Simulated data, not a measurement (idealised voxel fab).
The name of this process module is voxel self aligned contacts.
In the cross-section labelled cut, the width is 230 nm and each square cell is 5 nm.
Cross-section layout: square cells on a grid; listed as bands, top to bottom; a band spans one or more cell rows. Heads up on the band format: heights come first, top then bottom, in nm. After that it's the materials left to right, each with its width in nm. A single material flagged "full width" fills the whole band edge to edge, and "air" means there's empty space there. Measure heights from 0. That's the level where, below it, the as-received wafer is all one material. The lowest band is bottomless and extends downward; write it as in "0..down". So if you see something like "30 to 40" for the width, read it as the top row of the band sitting at the first number and the bottom row at the second, with every row in between moving by the same amount as the last. A step reported as "no alteration" is a step in which no cell of the cross-section changed. Look at "Sealed voids" for the closed voids: empty spaces with no open path to the top, sized 8 cells or up. Each is width x height at distance, distance from the left edge, all nm. On a step's line, text after the settings is the simulator commenting on that step. overlay nm, on a step with a mask: how far to the right of its planned place the mask lay; to the left if negative.

These are the steps we planned for the process:
| 1 | RECEIVE with material Si |
| 2 | CONFORMAL_DEP with material SiO2, thk nm 5 |
| 3 | DIRECTIONAL_DEP with material polySi, thk nm 20 |
| 4 | DIRECTIONAL_DEP with material SiN, thk nm 15 |
| 5 | DIRECTIONAL_DEP with material aC, thk nm 15 |
| 6 | PATTERN with tone cover, mask id GATE, material resist, width nm 30, pitch nm 55, thk nm 30, overlay nm 0 |
| 7 | DIRECTIONAL_ETCH with etch materials aC, depth nm 15 |
| 8 | STRIP with etch materials resist |
| 9 | DIRECTIONAL_ETCH with etch materials SiN, depth nm 15 |
| 10 | DIRECTIONAL_ETCH with etch materials polySi, depth nm 20 |
| 11 | STRIP with etch materials aC |
| 12 | CONFORMAL_DEP with material SiN, thk nm 5 |
| 13 | DIRECTIONAL_ETCH with etch materials SiN, depth nm 5 |
| 14 | FILL_DEP with material SiO2, thk nm 15 |
| 15 | CMP with height nm 50 |
| 16 | DIRECTIONAL_DEP with material aC, thk nm 15 |
| 17 | PATTERN with tone open, mask id CONTACT, material resist, width nm 35, pitch nm 55, thk nm 35, overlay nm 0 |
| 18 | DIRECTIONAL_ETCH with etch materials aC, depth nm 15 |
| 19 | STRIP with etch materials resist |
| 20 | DIRECTIONAL_ETCH with etch materials SiO2, depth nm 50 |
| 21 | STRIP with etch materials aC |
| 22 | CONFORMAL_DEP with material TiN, thk nm 5 |
| 23 | FILL_DEP with material Ru, thk nm 5 |
| 24 | CMP with height nm 50 |
| 25 | CONFORMAL_DEP with material SiCN, thk nm 5 |

Cross-section of the wafer as it came to us, i.e., already through step 1:
* 0..down | Si full width
* Sealed voids: none

The first of the two wafers as seen in cross-section once the module was finished; processing followed the plan:
* 55..50 | SiCN full width
* 50..40 | SiO2 70; TiN 5 to 15; Ru 25 to 5; TiN 5 to 15; SiO2 20; TiN 5 to 15; Ru 25 to 5; TiN 5 to 15; SiO2 70
* 40..25 | SiO2 40; SiN 40; TiN 5; Ru 5; TiN 5; SiN 40; TiN 5; Ru 5; TiN 5; SiN 40; SiO2 40
* 25..5 | SiO2 40; SiN 5; polySi 30; SiN 5; TiN 5; Ru 5; TiN 5; SiN 5; polySi 30; SiN 5; TiN 5; Ru 5; TiN 5; SiN 5; polySi 30; SiN 5; SiO2 40
* 5..0 | SiO2 80; TiN 15; SiO2 40; TiN 15; SiO2 80
* 0..down | Si full width
* Sealed voids: none

Here's the second of our two wafers sectioned at module end. Same start as the first, same plan, but one mistake got made running it:
* 55..50 | SiCN full width
* 50..45 | Ru 65; TiN 5; SiO2 35; TiN 5; Ru 10; TiN 5; SiO2 35; TiN 5; Ru 65
* 45..40 | Ru 35; TiN 35; SiO2 35; TiN 20; SiO2 35; TiN 35; Ru 35
* 40..25 | Ru 35; TiN 5; SiN 40; SiO2 15; SiN 40; SiO2 15; SiN 40; TiN 5; Ru 35
* 25..5 | Ru 35; TiN 5; SiN 5; polySi 30; SiN 5; SiO2 15; SiN 5; polySi 30; SiN 5; SiO2 15; SiN 5; polySi 30; SiN 5; TiN 5; Ru 35
* 5..0 | TiN 40; SiO2 150; TiN 40
* 0..down | Si full width
* Sealed voids: none
Where did the run depart from the plan? step 17 did not use the planned setting and instead ran as PATTERN with tone cover, mask id CONTACT, material resist, width nm 35, pitch nm 55, thk nm 35, overlay nm 0
In the final state, the cell counts of the second wafer exceed or fall short of those of the first for the following materials: Ru: 114 more | SiO2: 116 fewer | TiN: 2 more
